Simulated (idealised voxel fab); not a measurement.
Process module, titled voxel capacitor over wiring
We display cut, a cross-section 240 nm in width whose square cells are each 5 nm.
This document writes a cross-section as a grid whose cells are square, and gives it as bands, listed from the top down; one or more rows of cells form a band.
Band: top height; bottom height; in nm. Then, left to right: material with width in nm, for each material. "full width": a single material spanning edge to edge. "blank": empty space.
Basically, 0 is our baseline, since under it the wafer straight out of the box is all one material. The bottom band has no lower end and keeps on going down, so it looks like "top 0, no bottom".
Width: "30..40" (first number = top row, second number = bottom row, same change from row to row of cells).
For the purposes of this document, the phrase "remained unchanged" attached to a step denotes that no cell within the cross-section was modified by that step.
"Completely enclosed voids" specifies each empty space that is not open to the top and that occupies no fewer than 8 cells, using the form width x height at distance, the distance measured from the left edge and all three quantities in nm.
Formally, on a step line, whatever follows the settings is a remark that the simulator itself makes on the step.
The optional step-line setting "overlay nm" applies to steps with a mask and quantifies how far to the right of its planned location the mask lay, a negative value indicating leftward placement.
## Planned process steps
1) RECEIVE [material Si]
2) CONFORMAL_DEP [material SiO2] [thk nm 15]
3) CONFORMAL_DEP [material SiCN] [thk nm 5]
4) DIRECTIONAL_DEP [material SiO2] [thk nm 15]
5) PATTERN [tone open] [mask id METAL_1] [material resist] [width nm 25] [pitch nm 85] [thk nm 15] [overlay nm 0]
6) DIRECTIONAL_ETCH [etch materials SiO2] [depth nm 15]
7) DIRECTIONAL_ETCH [etch materials SiCN] [depth nm 5]
8) STRIP [etch materials resist]
9) CONFORMAL_DEP [material TiN] [thk nm 5]
10) FILL_DEP [material Ru] [thk nm 10]
11) CMP [height nm 35]
12) CONFORMAL_DEP [material SiCN] [thk nm 5]
13) DIRECTIONAL_DEP [material lowk] [thk nm 10]
14) PATTERN [tone open] [mask id PLUG_1] [material resist] [width nm 15] [thk nm 20] [overlay nm 0]
15) DIRECTIONAL_ETCH [etch materials lowk] [depth nm 10]
16) DIRECTIONAL_ETCH [etch materials SiCN] [depth nm 5]
17) STRIP [etch materials resist]
18) EPI [material Ru] [thk nm 10]
19) EPI [material Ru] [thk nm 5]
20) DIRECTIONAL_DEP [material TiN] [thk nm 5]
21) DIRECTIONAL_DEP [material Al2O3] [thk nm 5]
22) DIRECTIONAL_DEP [material TiN] [thk nm 5]
23) DIRECTIONAL_DEP [material aC] [thk nm 15]
24) PATTERN [tone cover] [mask id UPPER_PLATE] [material resist] [width nm 65] [thk nm 30] [overlay nm 0]
25) DIRECTIONAL_ETCH [etch materials aC] [depth nm 15]
26) STRIP [etch materials resist]
27) DIRECTIONAL_ETCH [etch materials TiN] [depth nm 5]
28) DIRECTIONAL_ETCH [etch materials Al2O3] [depth nm 5]
29) STRIP [etch materials aC]
30) PATTERN [tone cover] [mask id LOWER_PLATE] [material resist] [width nm 75] [thk nm 20] [overlay nm 0]
31) DIRECTIONAL_ETCH [etch materials TiN] [depth nm 5]
32) STRIP [etch materials resist]
33) FILL_DEP [material SiO2] [thk nm 15]
34) CMP [height nm 75]
35) DIRECTIONAL_DEP [material aC] [thk nm 15]
36) PATTERN [tone open] [mask id PLUG_2] [material resist] [width nm 15] [thk nm 35] [overlay nm 0]
37) DIRECTIONAL_ETCH [etch materials aC] [depth nm 15]
38) STRIP [etch materials resist]
39) DIRECTIONAL_ETCH [etch materials SiO2] [depth nm 10]
40) STRIP [etch materials aC]
41) CONFORMAL_DEP [material TiN] [thk nm 5]
42) FILL_DEP [material W] [thk nm 5]
43) CMP [height nm 75]
44) CONFORMAL_DEP [material SiCN] [thk nm 5]
## Cross-sectional view of the wafer in its as-received condition, corresponding to the state after step 1
> top 0, no bottom = Si full width
> Completely enclosed voids: none
## Cross-section, first of two wafers, end of module, run as planned
> top 80, bottom 75 = SiCN full width
> top 75, bottom 70 = SiO2: 85, TiN: 5, W: 5, TiN: 5, SiO2: 140
> top 70, bottom 60 = SiO2: 85..75, TiN: 15..65, SiO2: 140..100
> top 60, bottom 55 = SiO2: 75, Al2O3: 65, SiO2: 100
> top 55, bottom 50 = SiO2: 70, TiN: 75, SiO2: 95
> top 50, bottom 40 = lowk: 75, Ru: 15, lowk: 150
> top 40, bottom 35 = SiCN: 75, Ru: 15, SiCN: 150
> top 35, bottom 20 = SiO2: 65, TiN: 5, Ru: 15, TiN: 5, SiO2: 60, TiN: 5, Ru: 15, TiN: 5, SiO2: 65
> top 20, bottom 15 = SiCN: 65, TiN: 25, SiCN: 60, TiN: 25, SiCN: 65
> top 15, bottom 0 = SiO2 full width
> top 0, no bottom = Si full width
> Completely enclosed voids: none
## This cross-section belongs to the second wafer of two at the end of the module; the start and the plan were shared with the first, and the run included one mistake
> top 80, bottom 75 = SiCN full width
> top 75, bottom 65 = SiO2: 85..75, TiN: 15..65, SiO2: 140..100
> top 65, bottom 60 = SiO2: 75, Al2O3: 65, SiO2: 100
> top 60, bottom 55 = SiO2: 70, TiN: 75, SiO2: 95
> top 55, bottom 45 = lowk: 75, Ru: 15, lowk: 150
> top 45, bottom 40 = SiCN: 75, Ru: 15, SiCN: 150
> top 40, bottom 35 = TiN: 70, Ru: 15, TiN: 70, Ru: 15, TiN: 70
> top 35, bottom 20 = SiO2: 65, TiN: 5, Ru: 15, TiN: 5, SiO2: 60, TiN: 5, Ru: 15, TiN: 5, SiO2: 65
> top 20, bottom 15 = SiCN: 65, TiN: 25, SiCN: 60, TiN: 25, SiCN: 65
> top 15, bottom 0 = SiO2 full width
> top 0, no bottom = Si full width
> Completely enclosed voids: none
Want to know what went wrong? in deviation from the planned setting, step 11 was conducted as CMP [height nm 40]
Count the cells at the end and the second wafer has more or fewer of some materials than the first: Ru +6; SiO2 -45; TiN +40; W -1
